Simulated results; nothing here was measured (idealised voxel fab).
process module | voxel tone inversion
The figure presents cross-section cut, which has a width of 145 nm and is divided into square cells with an edge length of 5 nm.
For the purposes of this document, a cross-section shall be understood as a grid of square cells, specified as bands listed in top-to-bottom order, each band consisting of one or more rows of cells.
Within each band entry, the heights of the top and of the bottom of the band appear first, in that order and in nm; the materials of the band then follow from left to right, each with its corresponding width in nm. The designation "full width" on a single material indicates that it fills the band from edge to edge; the designation "empty" indicates empty space.
Heights are expressed relative to 0, this being the level below which the as-received wafer comprises one material exclusively. The lowest band is unbounded in the downward direction and is denoted as in "0..down".
A width given as "30 to 40" starts at the first number in the band's top row and ends at the second number in its bottom row, shifting by an equal amount at every step from row to row.
Key: "changes: none" - step with no changed cell in the cross-section.
Under "Non-vented voids" you'll find the enclosed gaps, the ones with no way out to the top, that are 8 cells or bigger; each reads width x height at distance, with distance counted from the left edge, everything in nm.
Read whatever lies past the settings on a step's line as the simulator's own remark about the step.
"overlay nm" on a masked step: distance the mask lay right of its planned place, negative for left.

Steps in the process plan:
1,RECEIVE with material Si
2,CONFORMAL_DEP with material SiCN, thk nm 10
3,DIRECTIONAL_DEP with material polySi, thk nm 15
4,PATTERN with tone cover, mask id POSTS, material resist, width nm 15, pitch nm 40, thk nm 25, overlay nm 0
5,DIRECTIONAL_ETCH with etch materials polySi, depth nm 15
6,STRIP with etch materials resist
7,FILL_DEP with material lowk, thk nm 5
8,CMP with height nm 25
9,STRIP with etch materials polySi
10,CONFORMAL_DEP with material TiN, thk nm 5
11,FILL_DEP with material Cu, thk nm 10
12,CMP with height nm 25
13,CONFORMAL_DEP with material SiN, thk nm 5
Quick note for whoever runs this: the wafers start identical, but the width nm at step 4 isn't the same across them. The plan just shows what the first wafer had.

Cross-section, first of several wafers, as delivered after step 1:
0..down = Si full width
Non-vented voids: none

Per-wafer rows below. For each material: cells gained (+) or lost (-) since the wafer was received, as of end of module. Then: closed voids:
width nm 15, +6 Cu, +58 SiCN, +29 SiN, +21 TiN, +60 lowk, Non-vented voids: none
width nm 20, +12 Cu, +58 SiCN, +29 SiN, +24 TiN, +51 lowk, Non-vented voids: none
width nm 25, +18 Cu, +58 SiCN, +29 SiN, +27 TiN, +42 lowk, Non-vented voids: none
